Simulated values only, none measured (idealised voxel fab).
Process module in this document: voxel fin reveal
Shown is cross-section cut, with a width of 205 nm and square cells of size 5 nm.
For the purposes of this document, a cross-section shall be understood as a grid of square cells, specified as bands listed in top-to-bottom order, each band consisting of one or more rows of cells. Top, bottom (nm), then materials left to right with widths (nm); lone material tagged "full width" fills the whole band edge to edge; "air" = empty space. Heads up on the height convention: 0 is the point under which the incoming wafer is all one material, and the lowest band has no bottom, it just keeps going down, like "from 0 down". Width "30 to 40": first value at the band's top row of cells, second value at its bottom row, equal change from row to row. It should be understood that the words "left unchanged", when stated for a given step, signify that the cross-section underwent no change in any of its cells during that step. "Sealed voids" enumerates empty spaces isolated from the top, with no open way to it, that contain at least 8 cells, giving each as width x height at distance from the left edge, all three in nm. Past the settings on a step's line: simulator remark, on that step. The "overlay nm" setting may appear on a step's line; for a step that uses a mask, it gives how far to the right of its planned position the mask lay, and a negative value indicates the left.
Process steps - plan:
1) RECEIVE (material Si)
2) CONFORMAL_DEP (material SiN; thk nm 5)
3) MASKED_ETCH (tone cover; mask id FINS; width nm 15; pitch nm 35; etch materials SiN; depth nm 5; overlay nm 0)
4) MASKED_ETCH (tone cover; mask id FINS; width nm 15; pitch nm 35; etch materials Si; depth nm 30; overlay nm 0)
5) FILL_DEP (material SiO2; thk nm 5)
6) CMP (height nm 5)
7) SELECTIVE_ETCH (etch materials SiO2; depth nm 25)
8) STRIP (etch materials SiN)
9) CONFORMAL_DEP (material HfO2; thk nm 5)
On the first of the two wafers: run conducted according to plan:
As received (post step 1): cross-section:
    from 0 down | Si full width
    Sealed voids: none
You're looking at a cross-section of the wafer after step 2:
    from 5 to 0 | SiN full width
    No changes below 0.
You're looking at a cross-section of the wafer after step 3:
    from 5 to 0 | 75 nm air | 15 nm SiN | 20 nm air | 15 nm SiN | 80 nm air
    No changes below 0.
You're looking at a cross-section of the wafer after step 4:
    from 5 to 0 | 75 nm air | 15 nm SiN | 20 nm air | 15 nm SiN | 80 nm air
    from 0 to -30 | 75 nm air | 15 nm Si | 20 nm air | 15 nm Si | 80 nm air
    No changes below -30.
You're looking at a cross-section of the wafer after step 5:
    from 10 to 5 | SiO2 full width
    from 5 to 0 | 75 nm SiO2 | 15 nm SiN | 20 nm SiO2 | 15 nm SiN | 80 nm SiO2
    from 0 to -30 | 75 nm SiO2 | 15 nm Si | 20 nm SiO2 | 15 nm Si | 80 nm SiO2
    No changes below -30.
You're looking at a cross-section of the wafer after step 6:
    from 5 to 0 | 75 nm SiO2 | 15 nm SiN | 20 nm SiO2 | 15 nm SiN | 80 nm SiO2
    No changes below 0.
You're looking at a cross-section of the wafer after step 7:
    from 5 to 0 | 75 nm air | 15 nm SiN | 20 nm air | 15 nm SiN | 80 nm air
    from 0 to -20 | 75 nm air | 15 nm Si | 20 nm air | 15 nm Si | 80 nm air
    No changes below -20.
You're looking at a cross-section of the wafer after step 8:
    from 0 to -20 | 75 nm air | 15 nm Si | 20 nm air | 15 nm Si | 80 nm air
    No changes below -20.
You're looking at a cross-section of the wafer after step 9:
    from 5 to 0 | 70 nm air | 25 nm HfO2 | 10 nm air | 25 nm HfO2 | 75 nm air
    from 0 to -15 | 70 nm air | 5 nm HfO2 | 15 nm Si | 5 nm HfO2 | 10 nm air | 5 nm HfO2 | 15 nm Si | 5 nm HfO2 | 75 nm air
    from -15 to -20 | 75 nm HfO2 | 15 nm Si | 20 nm HfO2 | 15 nm Si | 80 nm HfO2
    No changes below -20.
Second wafer, same starting state and plan as the first, one mistake in the run, identical through step 8:
Cross-section of the second wafer when, according to plan, step 9 should have finished:
    from 15 to 0 | 60 nm air | 80 nm HfO2 | 65 nm air
    from 0 to -5 | 60 nm air | 15 nm HfO2 | 15 nm Si | 20 nm HfO2 | 15 nm Si | 15 nm HfO2 | 65 nm air
    from -5 to -20 | 75 nm HfO2 | 15 nm Si | 20 nm HfO2 | 15 nm Si | 80 nm HfO2
    No changes below -20.
Processing error: off-plan run, step 9, actual operation and settings CONFORMAL_DEP (material HfO2; thk nm 15)
In the final state, the cell counts of the second wafer exceed or fall short of those of the first for the following materials: 106 more of HfO2
